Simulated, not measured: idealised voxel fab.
This section sets out a process module, namely voxel gate over fins.
It is cross-section cut that appears here, measuring 140 nm in width, its square cells being 5 nm in size.
Cross-sections here: square-cell grids, written as top-down lists of bands, a band being one or more rows of cells.
In this notation a band is specified by the heights of its top and bottom, in that order and in nm, after which its materials appear from left to right, each paired with its width in nm. The word "all across" attached to a single material means that material fills the band from edge to edge; the word "air" stands for empty space.
We count height from 0. Below that, the starting wafer is all one material. The lowest band never ends at the bottom but goes on down; see "0 and below" for how that is written.
Width spec "30 to 40" -> top row of cells at first value, bottom row at second value, equal per-row change in between.
The designation "remained unchanged", where it is given for a processing step, indicates that no cell of the cross-section was altered in the course of that step.
Heads up: "closed voids" only lists the empty pockets with no open path to the top that are 8 cells or more, and it writes them as width x height at distance, distance from the left edge, in nm.
Past the settings on a step's line: simulator remark, on that step.
The "overlay nm" setting may appear on a step's line; for a step that uses a mask, it gives how far to the right of its planned position the mask lay, and a negative value indicates the left.

Here's what the planned process steps look like:
1) RECEIVE [material Si]
2) CONFORMAL_DEP [material SiN] [thk nm 5]
3) DIRECTIONAL_DEP [material aC] [thk nm 15]
4) PATTERN [tone cover] [mask id FINS] [material resist] [width nm 15] [pitch nm 45] [thk nm 30] [overlay nm 0]
5) DIRECTIONAL_ETCH [etch materials aC] [depth nm 15]
6) STRIP [etch materials resist]
7) DIRECTIONAL_ETCH [etch materials SiN] [depth nm 5]
8) DIRECTIONAL_ETCH [etch materials Si] [depth nm 40]
9) STRIP [etch materials aC]
10) FILL_DEP [material SiO2] [thk nm 15]
11) CMP [height nm 5]
12) SELECTIVE_ETCH [etch materials SiO2] [depth nm 20]
13) STRIP [etch materials SiN]
14) CONFORMAL_DEP [material HfO2] [thk nm 5]
15) CONFORMAL_DEP [material TiN] [thk nm 5]
16) FILL_DEP [material W] [thk nm 10]
17) CMP [height nm 15]
18) CONFORMAL_DEP [material SiCN] [thk nm 5]

Wafer at receipt (post step 1), cross-section:
* 0 and below | Si all across
* closed voids: none

End-of-module cross-section of the first of two wafers, processed as planned:
* 20 down to 15 | SiCN all across
* 15 down to 10 | W all across
* 10 down to 5 | 30 of W; 35 of TiN; 10 of W; 35 of TiN; 30 of W
* 5 down to 0 | 30 of W; 5 of TiN; 25 of HfO2; 5 of TiN; 10 of W; 5 of TiN; 25 of HfO2; 5 of TiN; 30 of W
* 0 down to -5 | 30 of W; 5 of TiN; 5 of HfO2; 15 of Si; 5 of HfO2; 5 of TiN; 10 of W; 5 of TiN; 5 of HfO2; 15 of Si; 5 of HfO2; 5 of TiN; 30 of W
* -5 down to -10 | 35 of TiN; 5 of HfO2; 15 of Si; 5 of HfO2; 20 of TiN; 5 of HfO2; 15 of Si; 5 of HfO2; 35 of TiN
* -10 down to -15 | 40 of HfO2; 15 of Si; 30 of HfO2; 15 of Si; 40 of HfO2
* -15 down to -40 | 40 of SiO2; 15 of Si; 30 of SiO2; 15 of Si; 40 of SiO2
* -40 and below | Si all across
* closed voids: none

Cross-section of the latter of the two wafers at module completion. It had an identical start and an identical plan to the former; in running it, one mistake was made:
* 20 down to 15 | SiCN all across
* 15 down to 10 | TiN all across
* 10 down to 5 | 45 of HfO2; 5 of TiN; 40 of HfO2; 5 of TiN; 45 of HfO2
* 5 down to 0 | 40 of aC; 15 of HfO2; 30 of aC; 15 of HfO2; 40 of aC
* 0 down to -40 | 40 of aC; 15 of Si; 30 of aC; 15 of Si; 40 of aC
* -40 and below | Si all across
* closed voids: none
It is concluded that the wafer was processed incorrectly with respect to the plan, in that step 10: run off-plan, actual operation and settings FILL_DEP [material aC] [thk nm 15]
Final difference in cells, second wafer against first, listed per material as more or fewer: 8 fewer of HfO2; 110 fewer of SiO2; 10 fewer of TiN; 70 fewer of W; 198 more of aC
